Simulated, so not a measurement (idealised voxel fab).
Process module under the name voxel spacer lines
It is cross-section cut that appears here, measuring 250 nm in width, its square cells being 5 nm in size.
Cross-sections here: square-cell grids, written as top-down lists of bands, a band being one or more rows of cells. Read a band's entry like this: the first values are the height of its top and the height of its bottom in nm, and what follows is the sequence of materials from left to right, each with its width in nm. Note that "blank" is empty space, and that a single material marked "full width" reaches across the band from edge to edge. Heights are measured from 0, the level below which the as-received wafer is all one material; the lowest band has no bottom and continues downward, written as in "top 0, no bottom". Note: "30 to 40" means the width goes from the first number (top row of the band) to the second number (bottom row) in equal steps per row of cells. The designation "remained the same", where it is given for a processing step, indicates that no cell of the cross-section was altered in the course of that step. Listed in "Trapped void list": every empty space of 8 or more cells without an open way to the top. Form: width x height at distance, the distance being from the left edge, all in nm. What comes after the settings on a step's line is commentary from the simulator itself on that step. "overlay nm", when on a step's line for a step with a mask, measures how far to the right of its planned place the mask lay; a negative measure means to the left.
Here's what the planned process steps look like:
1,RECEIVE with material Si
2,CONFORMAL_DEP with material Al2O3, thk nm 10
3,DIRECTIONAL_DEP with material W, thk nm 10
4,DIRECTIONAL_DEP with material aC, thk nm 25
5,PATTERN with tone cover, mask id MANDREL, material resist, width nm 15, pitch nm 60, thk nm 30, overlay nm -15
6,DIRECTIONAL_ETCH with etch materials aC, depth nm 25
7,STRIP with etch materials resist
8,CONFORMAL_DEP with material SiO2, thk nm 15
9,DIRECTIONAL_ETCH with etch materials SiO2, depth nm 15
10,STRIP with etch materials aC
11,DIRECTIONAL_ETCH with etch materials W, depth nm 10
12,STRIP with etch materials SiO2
13,FILL_DEP with material SiO2, thk nm 10
14,CMP with height nm 20
Where the wafers of this document differ is in the overlay nm of step 5; they start out the same, and the plan states the value that applied to the first wafer.
The first of several wafers in cross-section, exactly as it reached us after step 1:
  top 0, no bottom  Si full width
  Trapped void list: none
Module end state after final step 14: cross-section of the first of several wafers:
  top 20, bottom 10  SiO2: 55 | W: 15 | SiO2: 15 | W: 15 | SiO2: 15 | W: 15 | SiO2: 15 | W: 15 | SiO2: 90
  top 10, bottom 0  Al2O3 full width
  top 0, no bottom  Si full width
  Trapped void list: none
Last wafer, end of module, cross-section:
  top 20, bottom 10  SiO2: 85 | W: 15 | SiO2: 15 | W: 15 | SiO2: 15 | W: 15 | SiO2: 15 | W: 15 | SiO2: 60
  top 10, bottom 0  Al2O3 full width
  top 0, no bottom  Si full width
  Trapped void list: none
Where each wafer stands at the end of the module, a row apiece: cells of each material gained (+) or lost (-) since it was received, then closed voids:
overlay nm -15; +100 Al2O3; +76 SiO2; +24 W; Trapped void list: none
overlay nm -10; +100 Al2O3; +76 SiO2; +24 W; Trapped void list: none
overlay nm -5; +100 Al2O3; +76 SiO2; +24 W; Trapped void list: none
overlay nm 0; +100 Al2O3; +76 SiO2; +24 W; Trapped void list: none
overlay nm 5; +100 Al2O3; +76 SiO2; +24 W; Trapped void list: none
overlay nm 10; +100 Al2O3; +76 SiO2; +24 W; Trapped void list: none
overlay nm 15; +100 Al2O3; +76 SiO2; +24 W; Trapped void list: none
